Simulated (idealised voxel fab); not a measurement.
process module | voxel released beams
Square cell edge 5 nm, section width 165 nm, ID cut.
Each cross-section below is a grid of square cells, stated as bands in top-down order, with one or more rows of cells making up each band. It is stipulated that each band's entry specify, in nanometres, the height of the top of the band and then that of its bottom, followed by the materials of the band in left-to-right sequence, each together with its width in nanometres. A single material marked by the word "full width" is understood to fill the band from edge to edge; the word "air" is understood to denote empty space. Measure heights from 0. That's the level where, below it, the as-received wafer is all one material. The lowest band is bottomless and extends downward; write it as in "0 -> down". The expression "30->40" gives the width at the extremes of the band, the first number at its top row of cells and the second at its bottom row, with the width changing by equal amounts from each row to the next in between. "identical to before" means the step left every cell of the cross-section as it was. Look at "Encapsulated voids" for the closed voids: empty spaces with no open path to the top, sized 8 cells or up. Each is width x height at distance, distance from the left edge, all nm. It should be noted that, on the line of a given step, the content following the step's settings is a remark produced by the simulator itself with respect to that step. "overlay nm" on a masked step: distance the mask lay right of its planned place, negative for left.
### Process steps (planned)
1 RECEIVE (material Si)
2 CONFORMAL_DEP (material Al2O3; thk nm 5)
3 DIRECTIONAL_DEP (material SiO2; thk nm 20)
4 PATTERN (tone open; mask id ANCHOR; material resist; width nm 35; thk nm 15; overlay nm 0)
5 DIRECTIONAL_ETCH (etch materials SiO2; depth nm 20)
6 STRIP (etch materials resist)
7 CONFORMAL_DEP (material W; thk nm 10)
8 DIRECTIONAL_DEP (material aC; thk nm 10)
9 PATTERN (tone cover; mask id BEAM; material resist; width nm 120; thk nm 30; overlay nm 0)
10 DIRECTIONAL_ETCH (etch materials aC; depth nm 10)
11 STRIP (etch materials resist)
12 DIRECTIONAL_ETCH (etch materials W; depth nm 10)
13 STRIP (etch materials aC)
14 STRIP (etch materials SiO2)
### Wafer as received: cross-section following step 1
    0 -> down = Si full width
    Encapsulated voids: none
### Below is the wafer in cross-section after the module was completed. It began from the starting point shown above and followed the plan shown above, except that one mistake was made while running it
    35 -> 25 = 20 air  5 W  15 air  100 W  25 air
    25 -> 15 = 15 air  10 W  15 air  10 W  115 air
    15 -> 5 = 15 air  35 W  115 air
    5 -> 0 = Al2O3 full width
    0 -> down = Si full width
    Encapsulated voids: none
Where did the run depart from the plan? note that step 4 departed from the planned setting and was carried out as PATTERN (tone open; mask id ANCHOR; material resist; width nm 35; thk nm 15; overlay nm -10)
